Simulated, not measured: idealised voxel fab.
The process module presented herein is designated voxel transistor to metal.
cross-section cut | 300 nm wide | cells 5 nm
In this document a cross-section is written as a grid of square cells. It is given as a series of bands, listed from the top down, and a band is one or more rows of cells. Basically the band line says how high the top is and how high the bottom is, in nm, and then what's in it from left to right, every material with its width in nm. Empty space shows up as "air", and if a single material carries "full width" it runs the full band edge to edge. Height is counted from the level 0, under which the received wafer is composed throughout of one material. The lowest of the bands is not closed at the bottom but continues downward, in the notation "z 0 and below". Width: "30 to 40" (first number = top row, second number = bottom row, same change from row to row of cells). When a step is marked "remained unchanged", none of the cells in the cross-section changed during that step. Closed empty spaces (no open way to the top) of 8 cells or more are what "Enclosed internal voids" lists, each as width x height at distance from the left edge, nm for all three. What comes after the settings on a step's line is commentary from the simulator itself on that step. overlay nm: on a step with a mask, how far right of its planned place the mask lay; negative means left.
## Planned process steps
1 op RECEIVE | material Si
2 op CONFORMAL_DEP | material SiO2 | thk nm 5
3 op CONFORMAL_DEP | material SiN | thk nm 15
4 op MASKED_ETCH | tone cover | mask id ACTIVE | width nm 115 | pitch nm 140 | etch materials SiN | depth nm 15 | overlay nm 0
5 op MASKED_ETCH | tone cover | mask id ACTIVE | width nm 115 | pitch nm 140 | etch materials SiO2 | depth nm 5 | overlay nm 0
6 op MASKED_ETCH | tone cover | mask id ACTIVE | width nm 115 | pitch nm 140 | etch materials Si | depth nm 25 | overlay nm 0
7 op FILL_DEP | material SiO2 | thk nm 5
8 op CMP | height nm 20
9 op SELECTIVE_ETCH | etch materials SiO2 | depth nm 15
10 op STRIP | etch materials SiN
11 op SELECTIVE_ETCH | etch materials SiO2 | depth nm 5
12 op OXIDIZE | depth nm 5
13 op DIRECTIONAL_DEP | material polySi | thk nm 25
14 op DIRECTIONAL_DEP | material SiCN | thk nm 15
15 op DIRECTIONAL_DEP | material aC | thk nm 15
16 op PATTERN | tone cover | mask id GATE | material resist | width nm 35 | pitch nm 140 | thk nm 30 | overlay nm 0
17 op DIRECTIONAL_ETCH | etch materials aC | depth nm 15
18 op STRIP | etch materials resist
19 op DIRECTIONAL_ETCH | etch materials SiCN | depth nm 25
20 op DIRECTIONAL_ETCH | etch materials polySi | depth nm 35
21 op STRIP | etch materials aC
22 op CONFORMAL_DEP | material SiO2 | thk nm 5
23 op DIRECTIONAL_ETCH | etch materials SiO2 | depth nm 5
24 op CONFORMAL_DEP | material SiN | thk nm 10
25 op DIRECTIONAL_ETCH | etch materials SiN | depth nm 10
26 op DIRECTIONAL_ETCH | etch materials SiO2 | depth nm 5
27 op EPI | material nSi | thk nm 5
28 op FILL_DEP | material SiO2 | thk nm 10
29 op CMP | height nm 25
30 op STRIP | etch materials polySi
31 op SELECTIVE_ETCH | etch materials SiO2 | depth nm 5
32 op CONFORMAL_DEP | material HfO2 | thk nm 5
33 op CONFORMAL_DEP | material TiN | thk nm 5
34 op FILL_DEP | material W | thk nm 5
35 op CMP | height nm 20
36 op DIRECTIONAL_DEP | material SiO2 | thk nm 15
37 op DIRECTIONAL_DEP | material aC | thk nm 10
38 op PATTERN | tone open | mask id CONTACT | material resist | width nm 15 | thk nm 25 | overlay nm 0
39 op DIRECTIONAL_ETCH | etch materials aC | depth nm 10
40 op STRIP | etch materials resist
41 op DIRECTIONAL_ETCH | etch materials SiO2 | depth nm 35
42 op STRIP | etch materials aC
43 op CONFORMAL_DEP | material TiN | thk nm 5
44 op FILL_DEP | material W | thk nm 5
45 op CMP | height nm 35
46 op DIRECTIONAL_DEP | material TiN | thk nm 5
47 op DIRECTIONAL_DEP | material W | thk nm 25
48 op DIRECTIONAL_DEP | material aC | thk nm 15
49 op PATTERN | tone cover | mask id METAL_1 | material resist | width nm 15 | thk nm 35 | overlay nm 0
50 op DIRECTIONAL_ETCH | etch materials aC | depth nm 15
51 op STRIP | etch materials resist
52 op DIRECTIONAL_ETCH | etch materials W | depth nm 25
53 op DIRECTIONAL_ETCH | etch materials TiN | depth nm 5
54 op STRIP | etch materials aC
55 op FILL_DEP | material SiO2 | thk nm 10
56 op CMP | height nm 65
57 op CONFORMAL_DEP | material SiN | thk nm 5
## Cross-section, incoming material, after step 1
- z 0 and below: Si full width
- Enclosed internal voids: none
## The module was run from the start shown above using the plan shown above, but one mistake was made doing it; the resulting wafer cross-section is below
- z 70 to 65: SiN full width
- z 65 to 40: 30 nm SiO2; 15 nm W; 65 nm SiO2; 15 nm W; 45 nm SiO2; 15 nm W; 65 nm SiO2; 15 nm W; 35 nm SiO2
- z 40 to 35: 30 nm SiO2; 15 nm TiN; 65 nm SiO2; 15 nm TiN; 45 nm SiO2; 15 nm TiN; 65 nm SiO2; 15 nm TiN; 35 nm SiO2
- z 35 to 20: 30 nm SiO2; 5 nm TiN; 5 nm W; 5 nm TiN; 65 nm SiO2; 5 nm TiN; 5 nm W; 5 nm TiN; 45 nm SiO2; 5 nm TiN; 5 nm W; 5 nm TiN; 65 nm SiO2; 5 nm TiN; 5 nm W; 5 nm TiN; 35 nm SiO2
- z 20 to 5: 30 nm SiO2; 5 nm TiN; 5 nm W; 5 nm TiN; 10 nm SiN; 5 nm HfO2; 5 nm TiN; 25 nm W; 5 nm TiN; 5 nm HfO2; 10 nm SiN; 5 nm TiN; 5 nm W; 5 nm TiN; 45 nm SiO2; 5 nm TiN; 5 nm W; 5 nm TiN; 10 nm SiN; 5 nm HfO2; 5 nm TiN; 25 nm W; 5 nm TiN; 5 nm HfO2; 10 nm SiN; 5 nm TiN; 5 nm W; 5 nm TiN; 35 nm SiO2
- z 5 to 0: 30 nm SiO2; 15 nm TiN; 10 nm SiN; 5 nm HfO2; 35 nm TiN; 5 nm HfO2; 10 nm SiN; 15 nm TiN; 45 nm SiO2; 15 nm TiN; 10 nm SiN; 5 nm HfO2; 35 nm TiN; 5 nm HfO2; 10 nm SiN; 15 nm TiN; 35 nm SiO2
- z 0 to -5: 15 nm SiO2; 30 nm nSi; 10 nm SiO2; 45 nm HfO2; 10 nm SiO2; 30 nm nSi; 15 nm SiO2; 30 nm nSi; 10 nm SiO2; 45 nm HfO2; 10 nm SiO2; 30 nm nSi; 20 nm SiO2
- z -5 to -50: 20 nm SiO2; 115 nm Si; 25 nm SiO2; 115 nm Si; 25 nm SiO2
- z -50 and below: Si full width
- Enclosed internal voids: none
Which mistake was made when the wafer was run? step 6 was run twice
